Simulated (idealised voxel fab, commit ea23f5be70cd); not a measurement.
process module | voxel tone inversion
Square cell edge 5 nm, section width 250 nm, ID cut.
The cross-sections in this document take the form of a grid made of square cells. They are written out as bands, in order from top to bottom. Each band consists of one or more rows of cells.
What a band's entry tells you: where the top is and where the bottom is, as heights in nm, and after that what lies inside, material by material from left to right, each with its width in nm. Empty space is written as the word "air", and a single material marked with the word "throughout" occupies the band from edge to edge.
For the purposes of this specification, 0 denotes the height below which the wafer in its as-received condition is composed wholly of one material, and the lowermost band, lacking a lower limit, extends downward without end, as expressed in "from 0 down".
When a width is written as two numbers, as in "30->40", the first number is the width in the top row of cells of the band and the second is the width in its bottom row, and the width changes by the same amount from each row to the next.
"nothing altered", as given for a step, is the statement that not any cell of the cross-section underwent a change during that step.
Heads up: "Voids lacking openings" only lists the empty pockets with no open path to the top that are 8 cells or more, and it writes them as width x height at distance, distance from the left edge, in nm.
If you see something after the settings on a step's line, that's the simulator's own remark about that step.
When a step includes a mask, the "overlay nm" setting on its line states how far to the right of its planned place that mask lay, and negative values state how far to the left.

# Process steps - plan
1: RECEIVE, material Si
2: CONFORMAL_DEP, material SiCN, thk nm 5
3: DIRECTIONAL_DEP, material aC, thk nm 20
4: PATTERN, tone cover, mask id POSTS, material resist, width nm 15, pitch nm 35, thk nm 30, overlay nm 0
5: DIRECTIONAL_ETCH, etch materials aC, depth nm 20
6: STRIP, etch materials resist
7: FILL_DEP, material lowk, thk nm 10
8: CMP, height nm 25
9: STRIP, etch materials aC
10: CONFORMAL_DEP, material TiN, thk nm 5
11: FILL_DEP, material W, thk nm 5
12: CMP, height nm 25
13: CONFORMAL_DEP, material SiN, thk nm 5

# Shown in cross-section is the wafer as received, that is, as it stands after step 1
    from 0 down | Si throughout
    Voids lacking openings: none

# This is how the wafer looks in cross-section once the module is done, given the starting state and plan above and one mistake in carrying the plan out
    from 30 to 25 | SiN throughout
    from 25 to 20 | lowk throughout
    from 20 to 5 | lowk: 65, aC: 15, lowk: 20, aC: 15, lowk: 20, aC: 15, lowk: 20, aC: 15, lowk: 65
    from 5 to 0 | SiCN throughout
    from 0 down | Si throughout
    Voids lacking openings: none
Short version of what went wrong: in deviation from the planned setting, step 3 was conducted as DIRECTIONAL_DEP, material aC, thk nm 15
